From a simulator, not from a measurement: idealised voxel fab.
Process module name: voxel wiring stack
Section shown: cut. Width: 225 nm. Cell size: 5 nm, square.
Cross-section spec: square-cell grid; bands listed top down; each band is one or more rows.
Band: top and bottom heights (nm) first, top before bottom; then materials from left to right, widths in nm. "everywhere" marks a sole material filling the band edge to edge. "empty" denotes empty space.
Heights are expressed relative to 0, this being the level below which the as-received wafer comprises one material exclusively. The lowest band is unbounded in the downward direction and is denoted as in "0 and below".
A two-number width, for instance "30 to 40", indicates that the width is equal to the first number in the top row of the band and to the second number in the bottom row, and that it changes by a constant amount per row of cells.
The designation "nothing was modified", where it is given for a processing step, indicates that no cell of the cross-section was altered in the course of that step.
Enclosed voids (no open way to top), threshold 8 cells or more, entry "Sealed internal cavities", notation width x height at distance, distance from left edge, nm.
Post-settings text on a step line: simulator's own remark regarding the step.
"overlay nm" answers the question of how far to the right of plan the mask lay on a step that has a mask, and when it is negative the answer is to the left.
Each pair below shows a cross-section before one step and the cross-section after it, down to the lowest band that changed. The line under each pair gives the step between them, with its settings. The pairs can come from different runs of this module on the same starting wafer, so a pair continues from the pair above only where its "Prior state" says so.
## Prior state
- 130 down to 105 | Ru everywhere
- 105 down to 100 | TiN everywhere
- 100 down to 85 | 65 SiO2; 15 Ru; 20 SiO2; 15 Ru; 20 SiO2; 15 Ru; 75 SiO2
- 85 down to 80 | 65 SiCN; 15 Ru; 20 SiCN; 15 Ru; 20 SiCN; 15 Ru; 75 SiCN
- 80 down to 60 | 65 lowk; 5 TiN; 10 W; 5 TiN; 15 lowk; 5 TiN; 10 W; 5 TiN; 15 lowk; 5 TiN; 10 W; 5 TiN; 70 lowk
- 60 down to 55 | 65 SiCN; 20 TiN; 15 SiCN; 20 TiN; 15 SiCN; 20 TiN; 70 SiCN
- 55 down to 35 | 65 SiO2; 5 TiN; 5 Ru; 5 TiN; 20 SiO2; 5 TiN; 5 Ru; 5 TiN; 20 SiO2; 5 TiN; 5 Ru; 5 TiN; 75 SiO2
- 35 down to 30 | 65 SiCN; 15 TiN; 20 SiCN; 15 TiN; 20 SiCN; 15 TiN; 75 SiCN
- 30 down to 15 | 70 lowk; 5 TiN; 5 Ru; 5 TiN; 20 lowk; 5 TiN; 5 Ru; 5 TiN; 20 lowk; 5 TiN; 5 Ru; 5 TiN; 70 lowk
- 15 down to 10 | 70 SiN; 15 TiN; 20 SiN; 15 TiN; 20 SiN; 15 TiN; 70 SiN
- 10 down to 0 | SiO2 everywhere
- 0 and below | Si everywhere
- Sealed internal cavities: none
## Section After Processing
- 130 down to 105 | 65 empty; 20 Ru; 15 empty; 20 Ru; 15 empty; 20 Ru; 70 empty
- For the remainder of the cross-section, below 105, there is no change.
- Sealed internal cavities: none
Upper to lower cross-section via MASKED_ETCH (tone cover; mask id METAL_3; width nm 20; pitch nm 35; etch materials Ru; depth nm 25; overlay nm 0)
Prior state: carried over from the after image of the pair right above.
## Section After Processing
- 130 down to 105 | 65 empty; 20 Ru; 15 empty; 20 Ru; 15 empty; 20 Ru; 70 empty
- 105 down to 100 | 65 empty; 20 TiN; 15 empty; 20 TiN; 15 empty; 20 TiN; 70 empty
- For the remainder of the cross-section, below 100, there is no change.
- Sealed internal cavities: none
Upper to lower cross-section via MASKED_ETCH (tone cover; mask id METAL_3; width nm 20; pitch nm 35; etch materials TiN; depth nm 5; overlay nm 0)
Prior state: carried over from the after image of the pair right above.
## Section After Processing
- 135 down to 130 | 60 empty; 30 SiCN; 5 empty; 30 SiCN; 5 empty; 30 SiCN; 65 empty
- 130 down to 105 | 60 empty; 5 SiCN; 20 Ru; 5 SiCN; 5 empty; 5 SiCN; 20 Ru; 5 SiCN; 5 empty; 5 SiCN; 20 Ru; 5 SiCN; 65 empty
- 105 down to 100 | 65 SiCN; 20 TiN; 15 SiCN; 20 TiN; 15 SiCN; 20 TiN; 70 SiCN
- For the remainder of the cross-section, below 100, there is no change.
- Sealed internal cavities: none
Upper to lower cross-section via CONFORMAL_DEP (material SiCN; thk nm 5)
Prior state: carried over from the after image of the pair right above.
## Section After Processing
- 140 down to 135 | lowk everywhere
- 135 down to 130 | 60 lowk; 30 SiCN; 5 lowk; 30 SiCN; 5 lowk; 30 SiCN; 65 lowk
- 130 down to 105 | 60 lowk; 5 SiCN; 20 Ru; 5 SiCN; 5 lowk; 5 SiCN; 20 Ru; 5 SiCN; 5 lowk; 5 SiCN; 20 Ru; 5 SiCN; 65 lowk
- For the remainder of the cross-section, below 105, there is no change.
- Sealed internal cavities: none
Upper to lower cross-section via FILL_DEP (material lowk; thk nm 5)
Prior state: carried over from the after image of the pair right above.
## Section After Processing
- 130 down to 105 | 60 lowk; 5 SiCN; 20 Ru; 5 SiCN; 5 lowk; 5 SiCN; 20 Ru; 5 SiCN; 5 lowk; 5 SiCN; 20 Ru; 5 SiCN; 65 lowk
- For the remainder of the cross-section, below 105, there is no change.
- Sealed internal cavities: none
Upper to lower cross-section via CMP (height nm 130)
Prior state: carried over from the after image of the pair right above.
## Section After Processing
- 135 down to 130 | SiCN everywhere
- For the remainder of the cross-section, below 130, there is no change.
- Sealed internal cavities: none
Upper to lower cross-section via CONFORMAL_DEP (material SiCN; thk nm 5)
## Prior state
- 130 down to 105 | 65 empty; 20 Ru; 15 empty; 20 Ru; 15 empty; 20 Ru; 70 empty
- 105 down to 100 | TiN everywhere
- 100 down to 85 | 65 SiO2; 15 Ru; 20 SiO2; 15 Ru; 20 SiO2; 15 Ru; 75 SiO2
- 85 down to 80 | 65 SiCN; 15 Ru; 20 SiCN; 15 Ru; 20 SiCN; 15 Ru; 75 SiCN
- 80 down to 60 | 65 lowk; 5 TiN; 10 W; 5 TiN; 15 lowk; 5 TiN; 10 W; 5 TiN; 15 lowk; 5 TiN; 10 W; 5 TiN; 70 lowk
- 60 down to 55 | 65 SiCN; 20 TiN; 15 SiCN; 20 TiN; 15 SiCN; 20 TiN; 70 SiCN
- 55 down to 35 | 65 SiO2; 5 TiN; 5 Ru; 5 TiN; 20 SiO2; 5 TiN; 5 Ru; 5 TiN; 20 SiO2; 5 TiN; 5 Ru; 5 TiN; 75 SiO2
- 35 down to 30 | 65 SiCN; 15 TiN; 20 SiCN; 15 TiN; 20 SiCN; 15 TiN; 75 SiCN
- 30 down to 15 | 65 lowk; 5 TiN; 10 Ru; 5 TiN; 15 lowk; 5 TiN; 10 Ru; 5 TiN; 15 lowk; 5 TiN; 10 Ru; 5 TiN; 70 lowk
- 15 down to 10 | 65 SiN; 20 TiN; 15 SiN; 20 TiN; 15 SiN; 20 TiN; 70 SiN
- 10 down to 0 | SiO2 everywhere
- 0 and below | Si everywhere
- Sealed internal cavities: none
## Section After Processing
- 130 down to 105 | 65 empty; 20 Ru; 15 empty; 20 Ru; 15 empty; 20 Ru; 70 empty
- 105 down to 100 | 65 empty; 30 TiN; 5 empty; 30 TiN; 5 empty; 30 TiN; 60 empty
- For the remainder of the cross-section, below 100, there is no change.
- Sealed internal cavities: none
Upper to lower cross-section via MASKED_ETCH (tone cover; mask id METAL_3; width nm 20; pitch nm 35; etch materials TiN; depth nm 5; overlay nm 10)
Prior state: carried over from the after image of the pair right above.
## Section After Processing
- 135 down to 130 | 60 empty; 30 SiCN; 5 empty; 30 SiCN; 5 empty; 30 SiCN; 65 empty
- 130 down to 110 | 60 empty; 5 SiCN; 20 Ru; 5 SiCN; 5 empty; 5 SiCN; 20 Ru; 5 SiCN; 5 empty; 5 SiCN; 20 Ru; 5 SiCN; 65 empty
- 110 down to 105 | 60 empty; 5 SiCN; 20 Ru; 15 SiCN; 20 Ru; 15 SiCN; 20 Ru; 15 SiCN; 55 empty
- 105 down to 100 | 65 SiCN; 30 TiN; 5 SiCN; 30 TiN; 5 SiCN; 30 TiN; 60 SiCN
- For the remainder of the cross-section, below 100, there is no change.
- Sealed internal cavities: none
Upper to lower cross-section via CONFORMAL_DEP (material SiCN; thk nm 5)
Prior state: carried over from the after image of the pair right above.
## Section After Processing
- 140 down to 135 | lowk everywhere
- 135 down to 130 | 60 lowk; 30 SiCN; 5 lowk; 30 SiCN; 5 lowk; 30 SiCN; 65 lowk
- 130 down to 110 | 60 lowk; 5 SiCN; 20 Ru; 5 SiCN; 5 lowk; 5 SiCN; 20 Ru; 5 SiCN; 5 lowk; 5 SiCN; 20 Ru; 5 SiCN; 65 lowk
- 110 down to 105 | 60 lowk; 5 SiCN; 20 Ru; 15 SiCN; 20 Ru; 15 SiCN; 20 Ru; 15 SiCN; 55 lowk
- For the remainder of the cross-section, below 105, there is no change.
- Sealed internal cavities: none
Upper to lower cross-section via FILL_DEP (material lowk; thk nm 5)
Prior state: carried over from the after image of the pair right above.
## Section After Processing
- 130 down to 110 | 60 lowk; 5 SiCN; 20 Ru; 5 SiCN; 5 lowk; 5 SiCN; 20 Ru; 5 SiCN; 5 lowk; 5 SiCN; 20 Ru; 5 SiCN; 65 lowk
- For the remainder of the cross-section, below 110, there is no change.
- Sealed internal cavities: none
Upper to lower cross-section via CMP (height nm 130)
Prior state: carried over from the after image of the pair right above.
## Section After Processing
- 135 down to 130 | SiCN everywhere
- For the remainder of the cross-section, below 130, there is no change.
- Sealed internal cavities: none
Upper to lower cross-section via CONFORMAL_DEP (material SiCN; thk nm 5)
## Prior state
- 10 down to 0 | SiO2 everywhere
- 0 and below | Si everywhere
- Sealed internal cavities: none
## Section After Processing
- 15 down to 10 | W everywhere
- For the remainder of the cross-section, below 10, there is no change.
- Sealed internal cavities: none
Upper to lower cross-section via CONFORMAL_DEP (material W; thk nm 5)
Prior state: carried over from the after image of the pair right above.
## Section After Processing
- 30 down to 15 | lowk everywhere
- For the remainder of the cross-section, below 15, there is no change.
- Sealed internal cavities: none
Upper to lower cross-section via DIRECTIONAL_DEP (material lowk; thk nm 15)
Prior state: carried over from the after image of the pair right above.
## Section After Processing
- 30 down to 15 | 65 lowk; 20 empty; 15 lowk; 20 empty; 15 lowk; 20 empty; 70 lowk
- For the remainder of the cross-section, below 15, there is no change.
- Sealed internal cavities: none
Upper to lower cross-section via MASKED_ETCH (tone open; mask id METAL_1; width nm 20; pitch nm 35; etch materials lowk; depth nm 15; overlay nm 0)
Prior state: carried over from the after image of the pair right above.
## Section After Processing
- 35 down to 30 | 70 TiN; 10 empty; 25 TiN; 10 empty; 25 TiN; 10 empty; 75 TiN
- 30 down to 20 | 65 lowk; 5 TiN; 10 empty; 5 TiN; 15 lowk; 5 TiN; 10 empty; 5 TiN; 15 lowk; 5 TiN; 10 empty; 5 TiN; 70 lowk
- 20 down to 15 | 65 lowk; 20 TiN; 15 lowk; 20 TiN; 15 lowk; 20 TiN; 70 lowk
- For the remainder of the cross-section, below 15, there is no change.
- Sealed internal cavities: none
Upper to lower cross-section via CONFORMAL_DEP (material TiN; thk nm 5)
Prior state: carried over from the after image of the pair right above.
## Section After Processing
- 40 down to 35 | Ru everywhere
- 35 down to 30 | 70 TiN; 10 Ru; 25 TiN; 10 Ru; 25 TiN; 10 Ru; 75 TiN
- 30 down to 20 | 65 lowk; 5 TiN; 10 Ru; 5 TiN; 15 lowk; 5 TiN; 10 Ru; 5 TiN; 15 lowk; 5 TiN; 10 Ru; 5 TiN; 70 lowk
- For the remainder of the cross-section, below 20, there is no change.
- Sealed internal cavities: none
Upper to lower cross-section via FILL_DEP (material Ru; thk nm 5)
Prior state: carried over from the after image of the pair right above.
## Section After Processing
- 30 down to 20 | 65 lowk; 5 TiN; 10 Ru; 5 TiN; 15 lowk; 5 TiN; 10 Ru; 5 TiN; 15 lowk; 5 TiN; 10 Ru; 5 TiN; 70 lowk
- For the remainder of the cross-section, below 20, there is no change.
- Sealed internal cavities: none
Upper to lower cross-section via CMP (height nm 30)
Prior state: carried over from the after image of the pair right above.
## Section After Processing
- 35 down to 30 | SiCN everywhere
- For the remainder of the cross-section, below 30, there is no change.
- Sealed internal cavities: none
Upper to lower cross-section via CONFORMAL_DEP (material SiCN; thk nm 5)
Prior state: carried over from the after image of the pair right above.
## Section After Processing
- 55 down to 35 | SiO2 everywhere
- For the remainder of the cross-section, below 35, there is no change.
- Sealed internal cavities: none
Upper to lower cross-section via DIRECTIONAL_DEP (material SiO2; thk nm 20)
Prior state: carried over from the after image of the pair right above.
## Section After Processing
- 55 down to 35 | 65 SiO2; 15 empty; 20 SiO2; 15 empty; 20 SiO2; 15 empty; 75 SiO2
- For the remainder of the cross-section, below 35, there is no change.
- Sealed internal cavities: none
Upper to lower cross-section via MASKED_ETCH (tone open; mask id PLUG_1; width nm 15; pitch nm 35; etch materials SiO2; depth nm 20; overlay nm 0)
Prior state: carried over from the after image of the pair right above.
## Section After Processing
- 55 down to 35 | 65 SiO2; 15 empty; 20 SiO2; 15 empty; 20 SiO2; 15 empty; 75 SiO2
- 35 down to 30 | 65 SiCN; 15 empty; 20 SiCN; 15 empty; 20 SiCN; 15 empty; 75 SiCN
- For the remainder of the cross-section, below 30, there is no change.
- Sealed internal cavities: none
Upper to lower cross-section via MASKED_ETCH (tone open; mask id PLUG_1; width nm 15; pitch nm 35; etch materials SiCN; depth nm 5; overlay nm 0)
Prior state: carried over from the after image of the pair right above.
## Section After Processing
- 60 down to 55 | 70 TiN; 5 empty; 30 TiN; 5 empty; 30 TiN; 5 empty; 80 TiN
- 55 down to 35 | 65 SiO2; 5 TiN; 5 empty; 5 TiN; 20 SiO2; 5 TiN; 5 empty; 5 TiN; 20 SiO2; 5 TiN; 5 empty; 5 TiN; 75 SiO2
- 35 down to 30 | 65 SiCN; 15 TiN; 20 SiCN; 15 TiN; 20 SiCN; 15 TiN; 75 SiCN
- For the remainder of the cross-section, below 30, there is no change.
- Sealed internal cavities: none
Upper to lower cross-section via CONFORMAL_DEP (material TiN; thk nm 5)
Prior state: carried over from the after image of the pair right above.
## Section After Processing
- 70 down to 60 | Ru everywhere
- 60 down to 55 | 70 TiN; 5 Ru; 30 TiN; 5 Ru; 30 TiN; 5 Ru; 80 TiN
- 55 down to 35 | 65 SiO2; 5 TiN; 5 Ru; 5 TiN; 20 SiO2; 5 TiN; 5 Ru; 5 TiN; 20 SiO2; 5 TiN; 5 Ru; 5 TiN; 75 SiO2
- For the remainder of the cross-section, below 35, there is no change.
- Sealed internal cavities: none
Upper to lower cross-section via FILL_DEP (material Ru; thk nm 10)
Prior state: carried over from the after image of the pair right above.
## Section After Processing
- 55 down to 35 | 65 SiO2; 5 TiN; 5 Ru; 5 TiN; 20 SiO2; 5 TiN; 5 Ru; 5 TiN; 20 SiO2; 5 TiN; 5 Ru; 5 TiN; 75 SiO2
- For the remainder of the cross-section, below 35, there is no change.
- Sealed internal cavities: none
Upper to lower cross-section via CMP (height nm 55)
Prior state: carried over from the after image of the pair right above.
## Section After Processing
- 60 down to 55 | SiCN everywhere
- For the remainder of the cross-section, below 55, there is no change.
- Sealed internal cavities: none
Upper to lower cross-section via CONFORMAL_DEP (material SiCN; thk nm 5)
Prior state: carried over from the after image of the pair right above.
## Section After Processing
- 80 down to 60 | lowk everywhere
- For the remainder of the cross-section, below 60, there is no change.
- Sealed internal cavities: none
Upper to lower cross-section via DIRECTIONAL_DEP (material lowk; thk nm 20)
Prior state: carried over from the after image of the pair right above.
## Section After Processing
- 100 down to 80 | 65 resist; 20 empty; 15 resist; 20 empty; 15 resist; 20 empty; 70 resist
- For the remainder of the cross-section, below 80, there is no change.
- Sealed internal cavities: none
Upper to lower cross-section via PATTERN (tone open; mask id METAL_2; material resist; width nm 20; pitch nm 35; thk nm 20; overlay nm 0)
Prior state: carried over from the after image of the pair right above.
## Section After Processing
- 100 down to 80 | 65 resist; 20 empty; 15 resist; 20 empty; 15 resist; 20 empty; 70 resist
- 80 down to 60 | 65 lowk; 20 empty; 15 lowk; 20 empty; 15 lowk; 20 empty; 70 lowk
- For the remainder of the cross-section, below 60, there is no change.
- Sealed internal cavities: none
Upper to lower cross-section via DIRECTIONAL_ETCH (etch materials lowk; depth nm 20)
Prior state: carried over from the after image of the pair right above.
## Section After Processing
- 100 down to 80 | 65 resist; 20 empty; 15 resist; 20 empty; 15 resist; 20 empty; 70 resist
- 80 down to 60 | 65 lowk; 20 empty; 15 lowk; 20 empty; 15 lowk; 20 empty; 70 lowk
- 60 down to 55 | 65 SiCN; 20 empty; 15 SiCN; 20 empty; 15 SiCN; 20 empty; 70 SiCN
- For the remainder of the cross-section, below 55, there is no change.
- Sealed internal cavities: none
Upper to lower cross-section via DIRECTIONAL_ETCH (etch materials SiCN; depth nm 5)
Prior state: carried over from the after image of the pair right above.
## Section After Processing
- 80 down to 60 | 65 lowk; 20 empty; 15 lowk; 20 empty; 15 lowk; 20 empty; 70 lowk
- For the remainder of the cross-section, below 60, there is no change.
- Sealed internal cavities: none
Upper to lower cross-section via STRIP (etch materials resist)
Prior state: carried over from the after image of the pair right above.
## Section After Processing
- 85 down to 80 | 70 TiN; 10 empty; 25 TiN; 10 empty; 25 TiN; 10 empty; 75 TiN
- 80 down to 60 | 65 lowk; 5 TiN; 10 empty; 5 TiN; 15 lowk; 5 TiN; 10 empty; 5 TiN; 15 lowk; 5 TiN; 10 empty; 5 TiN; 70 lowk
- 60 down to 55 | 65 SiCN; 20 TiN; 15 SiCN; 20 TiN; 15 SiCN; 20 TiN; 70 SiCN
- For the remainder of the cross-section, below 55, there is no change.
- Sealed internal cavities: none
Upper to lower cross-section via CONFORMAL_DEP (material TiN; thk nm 5)
Prior state: carried over from the after image of the pair right above.
## Section After Processing
- 90 down to 85 | W everywhere
- 85 down to 80 | 70 TiN; 10 W; 25 TiN; 10 W; 25 TiN; 10 W; 75 TiN
- 80 down to 60 | 65 lowk; 5 TiN; 10 W; 5 TiN; 15 lowk; 5 TiN; 10 W; 5 TiN; 15 lowk; 5 TiN; 10 W; 5 TiN; 70 lowk
- For the remainder of the cross-section, below 60, there is no change.
- Sealed internal cavities: none
Upper to lower cross-section via FILL_DEP (material W; thk nm 5)
Prior state: carried over from the after image of the pair right above.
## Section After Processing
- 80 down to 60 | 65 lowk; 5 TiN; 10 W; 5 TiN; 15 lowk; 5 TiN; 10 W; 5 TiN; 15 lowk; 5 TiN; 10 W; 5 TiN; 70 lowk
- For the remainder of the cross-section, below 60, there is no change.
- Sealed internal cavities: none
Upper to lower cross-section via CMP (height nm 80)
Prior state: carried over from the after image of the pair right above.
## Section After Processing
- 85 down to 80 | SiCN everywhere
- For the remainder of the cross-section, below 80, there is no change.
- Sealed internal cavities: none
Upper to lower cross-section via CONFORMAL_DEP (material SiCN; thk nm 5)
Prior state: carried over from the after image of the pair right above.
## Section After Processing
- 100 down to 85 | SiO2 everywhere
- For the remainder of the cross-section, below 85, there is no change.
- Sealed internal cavities: none
Upper to lower cross-section via DIRECTIONAL_DEP (material SiO2; thk nm 15)
Prior state: carried over from the after image of the pair right above.
## Section After Processing
- 120 down to 100 | 65 resist; 15 empty; 20 resist; 15 empty; 20 resist; 15 empty; 75 resist
- For the remainder of the cross-section, below 100, there is no change.
- Sealed internal cavities: none
Upper to lower cross-section via PATTERN (tone open; mask id PLUG_2; material resist; width nm 15; pitch nm 35; thk nm 20; overlay nm 0)
Prior state: carried over from the after image of the pair right above.
## Section After Processing
- 120 down to 100 | 65 resist; 15 empty; 20 resist; 15 empty; 20 resist; 15 empty; 75 resist
- 100 down to 85 | 65 SiO2; 15 empty; 20 SiO2; 15 empty; 20 SiO2; 15 empty; 75 SiO2
- For the remainder of the cross-section, below 85, there is no change.
- Sealed internal cavities: none
Upper to lower cross-section via DIRECTIONAL_ETCH (etch materials SiO2; depth nm 15)
Prior state: carried over from the after image of the pair right above.
## Section After Processing
- 120 down to 100 | 65 resist; 15 empty; 20 resist; 15 empty; 20 resist; 15 empty; 75 resist
- 100 down to 85 | 65 SiO2; 15 empty; 20 SiO2; 15 empty; 20 SiO2; 15 empty; 75 SiO2
- 85 down to 80 | 65 SiCN; 15 empty; 20 SiCN; 15 empty; 20 SiCN; 15 empty; 75 SiCN
- For the remainder of the cross-section, below 80, there is no change.
- Sealed internal cavities: none
Upper to lower cross-section via DIRECTIONAL_ETCH (etch materials SiCN; depth nm 5)
Prior state: carried over from the after image of the pair right above.
## Section After Processing
- 100 down to 85 | 65 SiO2; 15 empty; 20 SiO2; 15 empty; 20 SiO2; 15 empty; 75 SiO2
- For the remainder of the cross-section, below 85, there is no change.
- Sealed internal cavities: none
Upper to lower cross-section via STRIP (etch materials resist)
Prior state: carried over from the after image of the pair right above.
## Section After Processing
- 100 down to 90 | 65 SiO2; 15 empty; 20 SiO2; 15 empty; 20 SiO2; 15 empty; 75 SiO2
- 90 down to 85 | 65 SiO2; 15 Ru; 20 SiO2; 15 Ru; 20 SiO2; 15 Ru; 75 SiO2
- 85 down to 80 | 65 SiCN; 15 Ru; 20 SiCN; 15 Ru; 20 SiCN; 15 Ru; 75 SiCN
- For the remainder of the cross-section, below 80, there is no change.
- Sealed internal cavities: none
Upper to lower cross-section via EPI (material Ru; thk nm 10)
Prior state: carried over from the after image of the pair right above.
## Section After Processing
- 100 down to 85 | 65 SiO2; 15 Ru; 20 SiO2; 15 Ru; 20 SiO2; 15 Ru; 75 SiO2
- For the remainder of the cross-section, below 85, there is no change.
- Sealed internal cavities: none
Upper to lower cross-section via EPI (material Ru; thk nm 10)
Prior state: carried over from the after image of the pair right above.
## Section After Processing
- 105 down to 100 | TiN everywhere
- For the remainder of the cross-section, below 100, there is no change.
- Sealed internal cavities: none
Upper to lower cross-section via DIRECTIONAL_DEP (material TiN; thk nm 5)
Prior state: carried over from the after image of the pair right above.
## Section After Processing
- 130 down to 105 | Ru everywhere
- For the remainder of the cross-section, below 105, there is no change.
- Sealed internal cavities: none
Upper to lower cross-section via DIRECTIONAL_DEP (material Ru; thk nm 25)
Prior state: carried over from the after image of the pair right above.
## Section After Processing
- 130 down to 105 | 65 empty; 20 Ru; 15 empty; 20 Ru; 15 empty; 20 Ru; 70 empty
- For the remainder of the cross-section, below 105, there is no change.
- Sealed internal cavities: none
Upper to lower cross-section via MASKED_ETCH (tone cover; mask id METAL_3; width nm 20; pitch nm 35; etch materials Ru; depth nm 25; overlay nm 0)
Prior state: carried over from the after image of the pair right above.
## Section After Processing
- 130 down to 105 | 65 empty; 20 Ru; 15 empty; 20 Ru; 15 empty; 20 Ru; 70 empty
- 105 down to 100 | 65 empty; 20 TiN; 15 empty; 20 TiN; 15 empty; 20 TiN; 70 empty
- For the remainder of the cross-section, below 100, there is no change.
- Sealed internal cavities: none
Upper to lower cross-section via MASKED_ETCH (tone cover; mask id METAL_3; width nm 20; pitch nm 35; etch materials TiN; depth nm 5; overlay nm 0)
Prior state: carried over from the after image of the pair right above.
## Section After Processing
- 135 down to 130 | 60 empty; 30 SiCN; 5 empty; 30 SiCN; 5 empty; 30 SiCN; 65 empty
- 130 down to 105 | 60 empty; 5 SiCN; 20 Ru; 5 SiCN; 5 empty; 5 SiCN; 20 Ru; 5 SiCN; 5 empty; 5 SiCN; 20 Ru; 5 SiCN; 65 empty
- 105 down to 100 | 65 SiCN; 20 TiN; 15 SiCN; 20 TiN; 15 SiCN; 20 TiN; 70 SiCN
- For the remainder of the cross-section, below 100, there is no change.
- Sealed internal cavities: none
Upper to lower cross-section via CONFORMAL_DEP (material SiCN; thk nm 5)
Prior state: carried over from the after image of the pair right above.
## Section After Processing
- 140 down to 135 | lowk everywhere
- 135 down to 130 | 60 lowk; 30 SiCN; 5 lowk; 30 SiCN; 5 lowk; 30 SiCN; 65 lowk
- 130 down to 105 | 60 lowk; 5 SiCN; 20 Ru; 5 SiCN; 5 lowk; 5 SiCN; 20 Ru; 5 SiCN; 5 lowk; 5 SiCN; 20 Ru; 5 SiCN; 65 lowk
- For the remainder of the cross-section, below 105, there is no change.
- Sealed internal cavities: none
Upper to lower cross-section via FILL_DEP (material lowk; thk nm 5)
Prior state: carried over from the after image of the pair right above.
## Section After Processing
- 130 down to 105 | 60 lowk; 5 SiCN; 20 Ru; 5 SiCN; 5 lowk; 5 SiCN; 20 Ru; 5 SiCN; 5 lowk; 5 SiCN; 20 Ru; 5 SiCN; 65 lowk
- For the remainder of the cross-section, below 105, there is no change.
- Sealed internal cavities: none
Upper to lower cross-section via CMP (height nm 130)
Prior state: carried over from the after image of the pair right above.
## Section After Processing
- 135 down to 130 | SiCN everywhere
- For the remainder of the cross-section, below 130, there is no change.
- Sealed internal cavities: none
Upper to lower cross-section via CONFORMAL_DEP (material SiCN; thk nm 5)
## Prior state
- 100 down to 85 | SiO2 everywhere
- 85 down to 80 | SiCN everywhere
- 80 down to 60 | 65 lowk; 5 TiN; 10 W; 5 TiN; 15 lowk; 5 TiN; 10 W; 5 TiN; 15 lowk; 5 TiN; 10 W; 5 TiN; 70 lowk
- 60 down to 55 | 65 SiCN; 20 TiN; 15 SiCN; 20 TiN; 15 SiCN; 20 TiN; 70 SiCN
- 55 down to 35 | 65 SiO2; 5 TiN; 5 Ru; 5 TiN; 20 SiO2; 5 TiN; 5 Ru; 5 TiN; 20 SiO2; 5 TiN; 5 Ru; 5 TiN; 75 SiO2
- 35 down to 30 | 65 SiCN; 15 TiN; 20 SiCN; 15 TiN; 20 SiCN; 15 TiN; 75 SiCN
- 30 down to 15 | 65 lowk; 5 TiN; 10 Ru; 5 TiN; 15 lowk; 5 TiN; 10 Ru; 5 TiN; 15 lowk; 5 TiN; 10 Ru; 5 TiN; 70 lowk
- 15 down to 10 | 65 SiN; 20 TiN; 15 SiN; 20 TiN; 15 SiN; 20 TiN; 70 SiN
- 10 down to 0 | SiO2 everywhere
- 0 and below | Si everywhere
- Sealed internal cavities: none
## Section After Processing
- 120 down to 100 | 65 empty; 15 resist; 20 empty; 15 resist; 20 empty; 15 resist; 75 empty
- For the remainder of the cross-section, below 100, there is no change.
- Sealed internal cavities: none
Upper to lower cross-section via PATTERN (tone cover; mask id PLUG_2; material resist; width nm 15; pitch nm 35; thk nm 20; overlay nm 0)
Prior state: carried over from the after image of the pair right above.
## Section After Processing
- 120 down to 100 | 65 empty; 15 resist; 20 empty; 15 resist; 20 empty; 15 resist; 75 empty
- 100 down to 85 | 65 empty; 15 SiO2; 20 empty; 15 SiO2; 20 empty; 15 SiO2; 75 empty
- For the remainder of the cross-section, below 85, there is no change.
- Sealed internal cavities: none
Upper to lower cross-section via DIRECTIONAL_ETCH (etch materials SiO2; depth nm 15)
Prior state: carried over from the after image of the pair right above.
## Section After Processing
- 120 down to 100 | 65 empty; 15 resist; 20 empty; 15 resist; 20 empty; 15 resist; 75 empty
- 100 down to 85 | 65 empty; 15 SiO2; 20 empty; 15 SiO2; 20 empty; 15 SiO2; 75 empty
- 85 down to 80 | 65 empty; 15 SiCN; 20 empty; 15 SiCN; 20 empty; 15 SiCN; 75 empty
- For the remainder of the cross-section, below 80, there is no change.
- Sealed internal cavities: none
Upper to lower cross-section via DIRECTIONAL_ETCH (etch materials SiCN; depth nm 5)
Prior state: carried over from the after image of the pair right above.
## Section After Processing
- 100 down to 85 | 65 empty; 15 SiO2; 20 empty; 15 SiO2; 20 empty; 15 SiO2; 75 empty
- For the remainder of the cross-section, below 85, there is no change.
- Sealed internal cavities: none
Upper to lower cross-section via STRIP (etch materials resist)
Prior state: carried over from the after image of the pair right above.
## Section After Processing
- 100 down to 90 | 65 empty; 15 SiO2; 20 empty; 15 SiO2; 20 empty; 15 SiO2; 75 empty
- 90 down to 85 | 65 empty; 15 SiO2; 15 Ru; 5 empty; 15 SiO2; 15 Ru; 5 empty; 15 SiO2; 15 Ru; 60 empty
- 85 down to 80 | 65 empty; 15 SiCN; 15 Ru; 5 empty; 15 SiCN; 15 Ru; 5 empty; 15 SiCN; 15 Ru; 60 empty
- For the remainder of the cross-section, below 80, there is no change.
- Sealed internal cavities: none
Upper to lower cross-section via EPI (material Ru; thk nm 10)
Prior state: carried over from the after image of the pair right above.
## Section After Processing
- 100 down to 85 | 65 empty; 15 SiO2; 20 Ru; 15 SiO2; 20 Ru; 15 SiO2; 25 Ru; 50 empty
- 85 down to 80 | 65 empty; 15 SiCN; 20 Ru; 15 SiCN; 20 Ru; 15 SiCN; 25 Ru; 50 empty
- For the remainder of the cross-section, below 80, there is no change.
- Sealed internal cavities: none
Upper to lower cross-section via EPI (material Ru; thk nm 10)
Prior state: carried over from the after image of the pair right above.
## Section After Processing
- 105 down to 100 | 65 empty; 110 TiN; 50 empty
- 100 down to 85 | 65 empty; 15 SiO2; 20 Ru; 15 SiO2; 20 Ru; 15 SiO2; 25 Ru; 50 empty
- 85 down to 80 | 65 TiN; 15 SiCN; 20 Ru; 15 SiCN; 20 Ru; 15 SiCN; 25 Ru; 50 TiN
- For the remainder of the cross-section, below 80, there is no change.
- Sealed internal cavities: none
Upper to lower cross-section via DIRECTIONAL_DEP (material TiN; thk nm 5)
Prior state: carried over from the after image of the pair right above.
## Section After Processing
- 130 down to 110 | 65 empty; 110 Ru; 50 empty
- 110 down to 105 | Ru everywhere
- 105 down to 100 | 65 Ru; 110 TiN; 50 Ru
- 100 down to 85 | 65 Ru; 15 SiO2; 20 Ru; 15 SiO2; 20 Ru; 15 SiO2; 75 Ru
- For the remainder of the cross-section, below 85, there is no change.
- Sealed internal cavities: none
Upper to lower cross-section via DIRECTIONAL_DEP (material Ru; thk nm 25)
Prior state: carried over from the after image of the pair right above.
## Section After Processing
- 130 down to 105 | 65 empty; 20 Ru; 15 empty; 20 Ru; 15 empty; 20 Ru; 70 empty
- 105 down to 100 | 65 empty; 110 TiN; 50 empty
- 100 down to 85 | 65 empty; 15 SiO2; 20 Ru; 15 SiO2; 20 Ru; 15 SiO2; 25 Ru; 50 empty
- For the remainder of the cross-section, below 85, there is no change.
- Sealed internal cavities: none
Upper to lower cross-section via MASKED_ETCH (tone cover; mask id METAL_3; width nm 20; pitch nm 35; etch materials Ru; depth nm 25; overlay nm 0)
